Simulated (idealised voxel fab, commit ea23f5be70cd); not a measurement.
process module | voxel transistor to metal
Shown is cross-section cut, with a width of 190 nm and square cells of size 5 nm.
When this document writes out a cross-section, it uses a grid of square cells and lists it as bands, beginning at the top and moving down, with a band standing for one or more rows of cells.
Basically the band line says how high the top is and how high the bottom is, in nm, and then what's in it from left to right, every material with its width in nm. Empty space shows up as "blank", and if a single material carries "edge to edge" it runs the full band edge to edge.
Basically, 0 is our baseline, since under it the wafer straight out of the box is all one material. The bottom band has no lower end and keeps on going down, so it looks like "0..down".
Width "30 to 40": first value at the band's top row of cells, second value at its bottom row, equal change from row to row.
No cell of the cross-section changed in a step that is given as "remained the same".
"Fully sealed cavities" - sealed voids, min. 8 cells, no opening to top; format: width x height at distance (distance from left edge; nm throughout).
On a step's line, text after the settings is the simulator commenting on that step.
On any step carrying a mask, the "overlay nm" setting, if present on the step's line, tells how far right of its planned place the mask lay; negative values point to the left.
Planned process steps:
1. RECEIVE | material Si
2. OXIDIZE | depth nm 5
3. CONFORMAL_DEP | material SiN | thk nm 15
4. PATTERN | tone cover | mask id ACTIVE | material resist | width nm 115 | thk nm 20 | overlay nm 0
5. DIRECTIONAL_ETCH | etch materials SiN | depth nm 15
6. DIRECTIONAL_ETCH | etch materials SiO2 | depth nm 5
7. DIRECTIONAL_ETCH | etch materials Si | depth nm 30
8. STRIP | etch materials resist
9. FILL_DEP | material SiO2 | thk nm 10
10. CMP | height nm 15
11. SELECTIVE_ETCH | etch materials SiO2 | depth nm 15
12. STRIP | etch materials SiN
13. SELECTIVE_ETCH | etch materials SiO2 | depth nm 5
14. OXIDIZE | depth nm 5
15. DIRECTIONAL_DEP | material polySi | thk nm 25
16. DIRECTIONAL_DEP | material SiCN | thk nm 10
17. MASKED_ETCH | tone cover | mask id GATE | width nm 25 | etch materials SiCN | depth nm 20 | overlay nm -10
18. MASKED_ETCH | tone cover | mask id GATE | width nm 25 | etch materials polySi | depth nm 35 | overlay nm 0
19. CONFORMAL_DEP | material SiO2 | thk nm 5
20. DIRECTIONAL_ETCH | etch materials SiO2 | depth nm 5
21. CONFORMAL_DEP | material SiN | thk nm 10
22. DIRECTIONAL_ETCH | etch materials SiN | depth nm 10
23. DIRECTIONAL_ETCH | etch materials SiO2 | depth nm 5
24. EPI | material pSi | thk nm 5
25. FILL_DEP | material SiO2 | thk nm 10
26. CMP | height nm 20
27. STRIP | etch materials polySi
28. SELECTIVE_ETCH | etch materials SiO2 | depth nm 5
29. CONFORMAL_DEP | material HfO2 | thk nm 5
30. CONFORMAL_DEP | material TiN | thk nm 5
31. FILL_DEP | material W | thk nm 10
32. CMP | height nm 15
33. DIRECTIONAL_DEP | material SiO2 | thk nm 15
34. PATTERN | tone open | mask id CONTACT | material resist | width nm 15 | pitch nm 80 | thk nm 15 | overlay nm 0
35. DIRECTIONAL_ETCH | etch materials SiO2 | depth nm 35
36. STRIP | etch materials resist
37. CONFORMAL_DEP | material TiN | thk nm 5
38. FILL_DEP | material Ru | thk nm 10
39. CMP | height nm 30
40. DIRECTIONAL_DEP | material TiN | thk nm 5
41. DIRECTIONAL_DEP | material W | thk nm 15
42. MASKED_ETCH | tone cover | mask id METAL_1 | width nm 15 | pitch nm 80 | etch materials W | depth nm 15 | overlay nm 0
43. MASKED_ETCH | tone cover | mask id METAL_1 | width nm 15 | pitch nm 80 | etch materials TiN | depth nm 5 | overlay nm 0
44. CONFORMAL_DEP | material SiCN | thk nm 5
45. FILL_DEP | material lowk | thk nm 5
46. CMP | height nm 50
47. CONFORMAL_DEP | material SiCN | thk nm 5
48. DIRECTIONAL_DEP | material SiO2 | thk nm 30
49. DIRECTIONAL_DEP | material aC | thk nm 15
50. PATTERN | tone open | mask id METAL_2 | material resist | width nm 15 | pitch nm 80 | thk nm 30 | overlay nm 0
51. DIRECTIONAL_ETCH | etch materials aC | depth nm 15
52. STRIP | etch materials resist
53. DIRECTIONAL_ETCH | etch materials SiO2 | depth nm 15
54. STRIP | etch materials aC
55. PATTERN | tone open | mask id METAL_2_HOLES | material resist | width nm 15 | pitch nm 80 | thk nm 15 | overlay nm 0
56. DIRECTIONAL_ETCH | etch materials SiO2 | depth nm 15
57. DIRECTIONAL_ETCH | etch materials SiCN | depth nm 5
58. STRIP | etch materials resist
59. CONFORMAL_DEP | material TiN | thk nm 5
60. FILL_DEP | material Cu | thk nm 5
61. CMP | height nm 85
62. CONFORMAL_DEP | material SiN | thk nm 5
Keep in mind the plan's value for the overlay nm of step 17 comes from the first wafer; the wafers don't share that setting, but they do share the same starting point.
Cross-sectional view of the first of several wafers in the as-received condition, corresponding to the state following step 1:
> 0..down | Si edge to edge
> Fully sealed cavities: none
Post step 62, the closing step of the module: first of several wafers, cross-sectioned:
> 90..85 | SiN edge to edge
> 85..55 | 45 SiO2; 5 TiN; 5 Cu; 5 TiN; 65 SiO2; 5 TiN; 5 Cu; 5 TiN; 50 SiO2
> 55..50 | 45 SiCN; 15 TiN; 65 SiCN; 15 TiN; 50 SiCN
> 50..35 | 40 lowk; 5 SiCN; 15 W; 5 SiCN; 55 lowk; 5 SiCN; 15 W; 5 SiCN; 45 lowk
> 35..30 | 45 SiCN; 15 TiN; 65 SiCN; 15 TiN; 50 SiCN
> 30..20 | 45 SiO2; 5 TiN; 5 Ru; 5 TiN; 65 SiO2; 5 TiN; 5 Ru; 5 TiN; 50 SiO2
> 20..15 | 45 SiO2; 15 TiN; 65 SiO2; 5 TiN; 5 Ru; 5 TiN; 50 SiO2
> 15..0 | 45 SiO2; 10 TiN; 10 SiN; 5 HfO2; 5 TiN; 25 W; 5 TiN; 5 HfO2; 10 SiN; 5 SiO2; 5 TiN; 5 Ru; 5 TiN; 50 SiO2
> 0..-5 | 45 SiO2; 10 TiN; 10 SiN; 5 HfO2; 35 TiN; 5 HfO2; 10 SiN; 5 SiO2; 15 TiN; 50 SiO2
> -5..-10 | 30 SiO2; 25 pSi; 10 SiO2; 45 HfO2; 10 SiO2; 35 pSi; 35 SiO2
> -10..-35 | 35 SiO2; 115 Si; 40 SiO2
> -35..down | Si edge to edge
> Fully sealed cavities: none
End of module: cross-section, last of several wafers:
> 90..85 | SiN edge to edge
> 85..55 | 45 SiO2; 5 TiN; 5 Cu; 5 TiN; 65 SiO2; 5 TiN; 5 Cu; 5 TiN; 50 SiO2
> 55..50 | 45 SiCN; 15 TiN; 65 SiCN; 15 TiN; 50 SiCN
> 50..35 | 40 lowk; 5 SiCN; 15 W; 5 SiCN; 55 lowk; 5 SiCN; 15 W; 5 SiCN; 45 lowk
> 35..30 | 45 SiCN; 15 TiN; 65 SiCN; 15 TiN; 50 SiCN
> 30..20 | 45 SiO2; 5 TiN; 5 Ru; 5 TiN; 65 SiO2; 5 TiN; 5 Ru; 5 TiN; 50 SiO2
> 20..15 | 45 SiO2; 5 TiN; 5 Ru; 5 TiN; 65 SiO2; 15 TiN; 50 SiO2
> 15..0 | 45 SiO2; 5 TiN; 5 Ru; 5 TiN; 5 SiO2; 10 SiN; 5 HfO2; 5 TiN; 25 W; 5 TiN; 5 HfO2; 10 SiN; 10 TiN; 50 SiO2
> 0..-5 | 45 SiO2; 15 TiN; 5 SiO2; 10 SiN; 5 HfO2; 35 TiN; 5 HfO2; 10 SiN; 10 TiN; 50 SiO2
> -5..-10 | 30 SiO2; 35 pSi; 10 SiO2; 45 HfO2; 10 SiO2; 25 pSi; 35 SiO2
> -10..-35 | 35 SiO2; 115 Si; 40 SiO2
> -35..down | Si edge to edge
> Fully sealed cavities: none
Gained (+) or lost (-) cells of each material since receipt, then closed voids: one row per wafer, at the end of the module:
overlay nm -10, +12 Cu, +17 HfO2, +8 Ru, -151 Si, +76 SiCN, +54 SiN, +460 SiO2, +79 TiN, +33 W, +84 lowk, +12 pSi, Fully sealed cavities: none
overlay nm -5, +12 Cu, +16 HfO2, +12 Ru, -151 Si, +76 SiCN, +54 SiN, +460 SiO2, +78 TiN, +30 W, +84 lowk, +13 pSi, Fully sealed cavities: none
overlay nm 0, +12 Cu, +15 HfO2, +12 Ru, -151 Si, +76 SiCN, +54 SiN, +464 SiO2, +77 TiN, +27 W, +84 lowk, +14 pSi, Fully sealed cavities: none
overlay nm 5, +12 Cu, +16 HfO2, +12 Ru, -151 Si, +76 SiCN, +54 SiN, +460 SiO2, +78 TiN, +30 W, +84 lowk, +13 pSi, Fully sealed cavities: none
overlay nm 10, +12 Cu, +17 HfO2, +8 Ru, -151 Si, +76 SiCN, +54 SiN, +460 SiO2, +79 TiN, +33 W, +84 lowk, +12 pSi, Fully sealed cavities: none
